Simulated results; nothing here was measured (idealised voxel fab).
Presented below is a process module, voxel capacitor over wiring.
The cross-section on display is named cut; it measures 290 nm wide, and its cells are 5 nm squares.
Format of a cross-section: grid, square cells. Given as bands. Order: top down. Band: one or more rows of cells. The band entry comprises the height of the band's top followed by the height of its bottom, expressed in nm, and subsequently the band's materials from left to right, each stated together with its width in nm. Where a single material is marked with the word "everywhere", that material fills the band from edge to edge. The word "air" represents empty space. Heights from 0 (as-received wafer is one material below). Bottom band endless downward, as "0 nm and below". Note: "30..40" means the width goes from the first number (top row of the band) to the second number (bottom row) in equal steps per row of cells. "identical to before" (step): cross-section cells unchanged, all of them. "Fully enclosed voids" enumerates empty spaces isolated from the top, with no open way to it, that contain at least 8 cells, giving each as width x height at distance from the left edge, all three in nm. What comes after the settings on a step's line is commentary from the simulator itself on that step. overlay nm: right-of-plan distance of the mask on a masked step; negative values mean left-of-plan.
**Intended process steps**
1,RECEIVE: material Si
2,CONFORMAL_DEP: material SiO2, thk nm 15
3,DIRECTIONAL_DEP: material TiN, thk nm 5
4,DIRECTIONAL_DEP: material Ru, thk nm 20
5,DIRECTIONAL_DEP: material aC, thk nm 15
6,PATTERN: tone cover, mask id METAL_1, material resist, width nm 30, pitch nm 95, thk nm 35, overlay nm 0
7,DIRECTIONAL_ETCH: etch materials aC, depth nm 15
8,STRIP: etch materials resist
9,DIRECTIONAL_ETCH: etch materials Ru, depth nm 20
10,DIRECTIONAL_ETCH: etch materials TiN, depth nm 5
11,STRIP: etch materials aC
12,FILL_DEP: material lowk, thk nm 5
13,CMP: height nm 40
14,CONFORMAL_DEP: material SiCN, thk nm 5
15,DIRECTIONAL_DEP: material SiO2, thk nm 15
16,DIRECTIONAL_DEP: material aC, thk nm 10
17,PATTERN: tone open, mask id PLUG_1, material resist, width nm 15, thk nm 25, overlay nm 0
18,DIRECTIONAL_ETCH: etch materials aC, depth nm 10
19,STRIP: etch materials resist
20,DIRECTIONAL_ETCH: etch materials SiO2, depth nm 15
21,DIRECTIONAL_ETCH: etch materials SiCN, depth nm 5
22,STRIP: etch materials aC
23,CONFORMAL_DEP: material TiN, thk nm 5
24,FILL_DEP: material Cu, thk nm 10
25,CMP: height nm 60
26,DIRECTIONAL_DEP: material TiN, thk nm 10
27,DIRECTIONAL_DEP: material Al2O3, thk nm 5
28,DIRECTIONAL_DEP: material TiN, thk nm 10
29,PATTERN: tone cover, mask id UPPER_PLATE, material resist, width nm 70, thk nm 15, overlay nm 0
30,DIRECTIONAL_ETCH: etch materials TiN, depth nm 10
31,DIRECTIONAL_ETCH: etch materials Al2O3, depth nm 5
32,STRIP: etch materials resist
33,MASKED_ETCH: tone cover, mask id LOWER_PLATE, width nm 80, etch materials TiN, depth nm 10, overlay nm 0
34,FILL_DEP: material SiO2, thk nm 20
35,CMP: height nm 100
36,MASKED_ETCH: tone open, mask id PLUG_2, width nm 15, etch materials SiO2, depth nm 15, overlay nm 0
37,CONFORMAL_DEP: material TiN, thk nm 5
38,FILL_DEP: material W, thk nm 10
39,CMP: height nm 100
40,CONFORMAL_DEP: material SiN, thk nm 5
**Cross-sectional view of the wafer in its as-received condition, corresponding to the state after step 1**
* 0 nm and below = Si everywhere
* Fully enclosed voids: none
**Cross-section, end of module. Start: as above. Plan: as above. Execution: one mistake**
* 105 nm to 100 nm = SiN everywhere
* 100 nm to 95 nm = 105 nm SiO2 / 5 nm TiN / 5 nm W / 5 nm TiN / 170 nm SiO2
* 95 nm to 90 nm = 105 nm SiO2 / 15 nm TiN / 170 nm SiO2
* 90 nm to 80 nm = 95 nm SiO2 / 70 nm TiN / 125 nm SiO2
* 80 nm to 75 nm = 95 nm SiO2 / 70 nm Al2O3 / 125 nm SiO2
* 75 nm to 65 nm = 90 nm SiO2 / 80 nm TiN / 120 nm SiO2
* 65 nm to 60 nm = TiN everywhere
* 60 nm to 45 nm = 95 nm SiO2 / 5 nm TiN / 5 nm Cu / 5 nm TiN / 180 nm SiO2
* 45 nm to 40 nm = 95 nm SiCN / 15 nm TiN / 180 nm SiCN
* 40 nm to 20 nm = 80 nm lowk / 30 nm Ru / 65 nm lowk / 30 nm Ru / 85 nm lowk
* 20 nm to 15 nm = 80 nm lowk / 30 nm TiN / 65 nm lowk / 30 nm TiN / 85 nm lowk
* 15 nm to 0 nm = SiO2 everywhere
* 0 nm and below = Si everywhere
* Fully enclosed voids: none
Nonconformance to the process plan: step 26 ran differently from the plan; actual operation with settings: DIRECTIONAL_DEP: material TiN, thk nm 15
